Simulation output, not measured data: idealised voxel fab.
This section sets out a process module, namely voxel ribs on slabs.
Pictured: cross-section cut, 160 nm wide, on a grid of 5 nm square cells.
Bands, listed from the top down, are how a cross-section gets written in this document; the cross-section itself is a grid of square cells, and a band is one or more rows of them. A band entry consists of two parts. The first gives the height of the band's top and the height of its bottom, in nm. The rest lists the band's materials from left to right, each with its width in nm. A single material labelled with the word "everywhere" fills the band from edge to edge, and the word "empty" marks empty space. Height is counted from the level 0, under which the received wafer is composed throughout of one material. The lowest of the bands is not closed at the bottom but continues downward, in the notation "from 0 down". It should be noted that a width expressed as "30->40" varies in equal increments from row to row of cells within the band, taking the value of the first number at the top row and that of the second number at the bottom row. "stayed the same" -> step changed no cross-section cell. Any empty space of 8 cells or more lacking an open way to the top shows up in "Entrapped void list" as width x height at distance, distance from the left edge, in nm. Text after the settings on a step's line: the simulator's own remark on that step. Each step line may optionally specify "overlay nm", which for a step with a mask gives the rightward distance between the mask's planned place and where it lay, a negative value indicating the leftward direction.
[The planned process steps are enumerated hereunder]
1: RECEIVE [material Si]
2: DIRECTIONAL_DEP [material SiO2] [thk nm 20]
3: DIRECTIONAL_DEP [material polySi] [thk nm 15]
4: PATTERN [tone cover] [mask id RIB] [material resist] [width nm 20] [thk nm 15] [overlay nm 0]
5: DIRECTIONAL_ETCH [etch materials polySi] [depth nm 5]
6: STRIP [etch materials resist]
7: PATTERN [tone cover] [mask id SLAB] [material resist] [width nm 60] [thk nm 20] [overlay nm 0]
8: DIRECTIONAL_ETCH [etch materials polySi] [depth nm 10]
9: STRIP [etch materials resist]
10: FILL_DEP [material SiO2] [thk nm 25]
11: CMP [height nm 50]
12: DIRECTIONAL_DEP [material TiN] [thk nm 5]
13: PATTERN [tone cover] [mask id HEATER] [material resist] [width nm 30] [thk nm 15] [overlay nm 0]
14: DIRECTIONAL_ETCH [etch materials TiN] [depth nm 5]
15: STRIP [etch materials resist]
16: CONFORMAL_DEP [material SiO2] [thk nm 10]
[Below: the first of two wafers, run as planned]
[Received-state cross-section, reflecting completion of step 1]
* from 0 down  Si everywhere
* Entrapped void list: none
[After step 2: wafer cross-section]
* from 20 to 0  SiO2 everywhere
* Anything lower than 0 is untouched.
[After step 3: wafer cross-section]
* from 35 to 20  polySi everywhere
* Anything lower than 20 is untouched.
[After step 4: wafer cross-section]
* from 50 to 35  empty=70 | resist=20 | empty=70
* Anything lower than 35 is untouched.
[After step 5: wafer cross-section]
* from 50 to 35  empty=70 | resist=20 | empty=70
* from 35 to 30  empty=70 | polySi=20 | empty=70
* Anything lower than 30 is untouched.
[After step 6: wafer cross-section]
* from 35 to 30  empty=70 | polySi=20 | empty=70
* Anything lower than 30 is untouched.
[After step 7: wafer cross-section]
* from 55 to 35  empty=50 | resist=60 | empty=50
* from 35 to 30  empty=50 | resist=20 | polySi=20 | resist=20 | empty=50
* Anything lower than 30 is untouched.
[After step 8: wafer cross-section]
* from 55 to 35  empty=50 | resist=60 | empty=50
* from 35 to 30  empty=50 | resist=20 | polySi=20 | resist=20 | empty=50
* from 30 to 20  empty=50 | polySi=60 | empty=50
* Anything lower than 20 is untouched.
[After step 9: wafer cross-section]
* from 35 to 30  empty=70 | polySi=20 | empty=70
* Anything lower than 30 is untouched.
[After step 10: wafer cross-section]
* from 60 to 35  SiO2 everywhere
* from 35 to 30  SiO2=70 | polySi=20 | SiO2=70
* from 30 to 20  SiO2=50 | polySi=60 | SiO2=50
* Anything lower than 20 is untouched.
[After step 11: wafer cross-section]
* from 50 to 35  SiO2 everywhere
* Anything lower than 35 is untouched.
[After step 12: wafer cross-section]
* from 55 to 50  TiN everywhere
* Anything lower than 50 is untouched.
[After step 13: wafer cross-section]
* from 70 to 55  empty=65 | resist=30 | empty=65
* Anything lower than 55 is untouched.
[After step 14: wafer cross-section]
* from 70 to 55  empty=65 | resist=30 | empty=65
* from 55 to 50  empty=65 | TiN=30 | empty=65
* Anything lower than 50 is untouched.
[After step 15: wafer cross-section]
* from 55 to 50  empty=65 | TiN=30 | empty=65
* Anything lower than 50 is untouched.
[After step 16: wafer cross-section]
* from 65 to 60  empty=55 | SiO2=50 | empty=55
* from 60 to 55  SiO2 everywhere
* from 55 to 50  SiO2=65 | TiN=30 | SiO2=65
* Anything lower than 50 is untouched.
[Second wafer: same start and same plan as the first, one execution error; identical to the first through step 6]
[Cross-sectional view of the second wafer at the intended end time of process step 7]
* from 55 to 35  resist=50 | empty=60 | resist=50
* from 35 to 30  resist=50 | empty=20 | polySi=20 | empty=20 | resist=50
* Anything lower than 30 is untouched.
[Cross-sectional view of the second wafer at the intended end time of process step 8]
* from 55 to 30  resist=50 | empty=60 | resist=50
* from 30 to 25  polySi=50 | empty=60 | polySi=50
* from 25 to 20  polySi=50 | empty=20 | polySi=20 | empty=20 | polySi=50
* Anything lower than 20 is untouched.
[Cross-sectional view of the second wafer at the intended end time of process step 9]
* from 30 to 25  polySi=50 | empty=60 | polySi=50
* Anything lower than 25 is untouched.
[Cross-sectional view of the second wafer at the intended end time of process step 10]
* from 55 to 30  SiO2 everywhere
* from 30 to 25  polySi=50 | SiO2=60 | polySi=50
* from 25 to 20  polySi=50 | SiO2=20 | polySi=20 | SiO2=20 | polySi=50
* Anything lower than 20 is untouched.
[Cross-sectional view of the second wafer at the intended end time of process step 11]
* from 50 to 30  SiO2 everywhere
* Anything lower than 30 is untouched.
[Cross-sectional view of the second wafer at the intended end time of process step 12]
* from 55 to 50  TiN everywhere
* Anything lower than 50 is untouched.
[Cross-sectional view of the second wafer at the intended end time of process step 13]
* from 70 to 55  empty=65 | resist=30 | empty=65
* Anything lower than 55 is untouched.
[Cross-sectional view of the second wafer at the intended end time of process step 14]
* from 70 to 55  empty=65 | resist=30 | empty=65
* from 55 to 50  empty=65 | TiN=30 | empty=65
* Anything lower than 50 is untouched.
[Cross-sectional view of the second wafer at the intended end time of process step 15]
* from 55 to 50  empty=65 | TiN=30 | empty=65
* Anything lower than 50 is untouched.
[Cross-sectional view of the second wafer at the intended end time of process step 16]
* from 65 to 60  empty=55 | SiO2=50 | empty=55
* from 60 to 55  SiO2 everywhere
* from 55 to 50  SiO2=65 | TiN=30 | SiO2=65
* Anything lower than 50 is untouched.
Misprocessing identified: for step 7, the planned setting was not used; the step was instead run as PATTERN [tone open] [mask id SLAB] [material resist] [width nm 60] [thk nm 20] [overlay nm 0]
Bottom line after processing is that, in cells, the second wafer is up or down on some materials versus the first: -16 SiO2, +16 polySi
